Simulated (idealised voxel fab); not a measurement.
Name of the process module below: voxel capacitor over wiring
Cross-section cut: width 200 nm, square cells of 5 nm.
Heads up, the way a cross-section reads in here is a grid of square cells, handed over as bands from the top down, with every band being one or more rows of cells.
For a band, the entry starts with two heights in nm, that of the top and then that of the bottom, and carries on with the band's materials in order from left to right, each alongside its width in nm; the word "everywhere" beside a single material means it fills the band edge to edge, and "air" means empty space.
Ref level 0: as-received wafer is one material below here. Bottom band extends down with no lower bound ("0 down").
Width spec "30..40" -> top row of cells at first value, bottom row at second value, equal per-row change in between.
No cell of the cross-section changed in a step that is given as "remains unaltered".
Basically, "Sealed void listing" tells you about the enclosed voids: empty spaces with no open way to the top, 8 cells or bigger, each written width x height at distance, where distance is from the left edge, all in nm.
On each step's line, the part that comes after the settings is the simulator's own comment on the step.
Among the settings permitted on a step's line is "overlay nm"; applied to a step with a mask, it specifies the extent to which the mask lay to the right of its planned position, whereas a negative figure signifies a position to the left.
[Process steps foreseen in the plan]
1. RECEIVE,material Si
2. CONFORMAL_DEP,material SiO2,thk nm 15
3. DIRECTIONAL_DEP,material TiN,thk nm 5
4. DIRECTIONAL_DEP,material Ru,thk nm 20
5. MASKED_ETCH,tone cover,mask id METAL_1,width nm 20,pitch nm 90,etch materials Ru,depth nm 20,overlay nm 0
6. MASKED_ETCH,tone cover,mask id METAL_1,width nm 20,pitch nm 90,etch materials TiN,depth nm 5,overlay nm 0
7. FILL_DEP,material SiO2,thk nm 10
8. CMP,height nm 40
9. CONFORMAL_DEP,material SiCN,thk nm 5
10. DIRECTIONAL_DEP,material lowk,thk nm 15
11. MASKED_ETCH,tone open,mask id PLUG_1,width nm 15,etch materials lowk,depth nm 15,overlay nm 0
12. MASKED_ETCH,tone open,mask id PLUG_1,width nm 15,etch materials SiCN,depth nm 5,overlay nm 0
13. EPI,material Ru,thk nm 10
14. EPI,material Ru,thk nm 10
15. DIRECTIONAL_DEP,material TiN,thk nm 10
16. DIRECTIONAL_DEP,material SiN,thk nm 5
17. DIRECTIONAL_DEP,material TiN,thk nm 10
18. DIRECTIONAL_DEP,material aC,thk nm 15
19. PATTERN,tone cover,mask id UPPER_PLATE,material resist,width nm 75,thk nm 30,overlay nm 0
20. DIRECTIONAL_ETCH,etch materials aC,depth nm 15
21. STRIP,etch materials resist
22. DIRECTIONAL_ETCH,etch materials TiN,depth nm 10
23. DIRECTIONAL_ETCH,etch materials SiN,depth nm 5
24. STRIP,etch materials aC
25. MASKED_ETCH,tone cover,mask id LOWER_PLATE,width nm 85,etch materials TiN,depth nm 10,overlay nm 0
26. FILL_DEP,material SiO2,thk nm 20
27. CMP,height nm 100
28. PATTERN,tone open,mask id PLUG_2,material resist,width nm 15,thk nm 15,overlay nm 0
29. DIRECTIONAL_ETCH,etch materials SiO2,depth nm 15
30. STRIP,etch materials resist
31. CONFORMAL_DEP,material TiN,thk nm 5
32. FILL_DEP,material W,thk nm 10
33. CMP,height nm 100
34. CONFORMAL_DEP,material SiCN,thk nm 5
[So this is the incoming wafer in cross-section - it's already been through step 1]
0 down  Si everywhere
Sealed void listing: none
[Look at the cross-section after the module: the wafer started out the way shown above and the plan was the one shown above, yet one mistake was made along the way]
105 to 100  SiCN everywhere
100 to 95  SiO2 60, then TiN 15, then SiO2 125
95 to 85  SiO2 50, then TiN 75, then SiO2 75
85 to 80  SiO2 50, then SiN 75, then SiO2 75
80 to 70  Ru everywhere
70 to 60  TiN 50, then Ru 15, then TiN 135
60 to 50  lowk 50, then TiN 15, then lowk 135
50 to 45  lowk 50, then Ru 15, then lowk 135
45 to 40  SiCN 50, then Ru 15, then SiCN 135
40 to 20  SiO2 45, then Ru 20, then SiO2 70, then Ru 20, then SiO2 45
20 to 15  SiO2 45, then TiN 20, then SiO2 70, then TiN 20, then SiO2 45
15 to 0  SiO2 everywhere
0 down  Si everywhere
Sealed void listing: none
Nonconformance to the process plan: sequence error: steps 14 and 15 interchanged
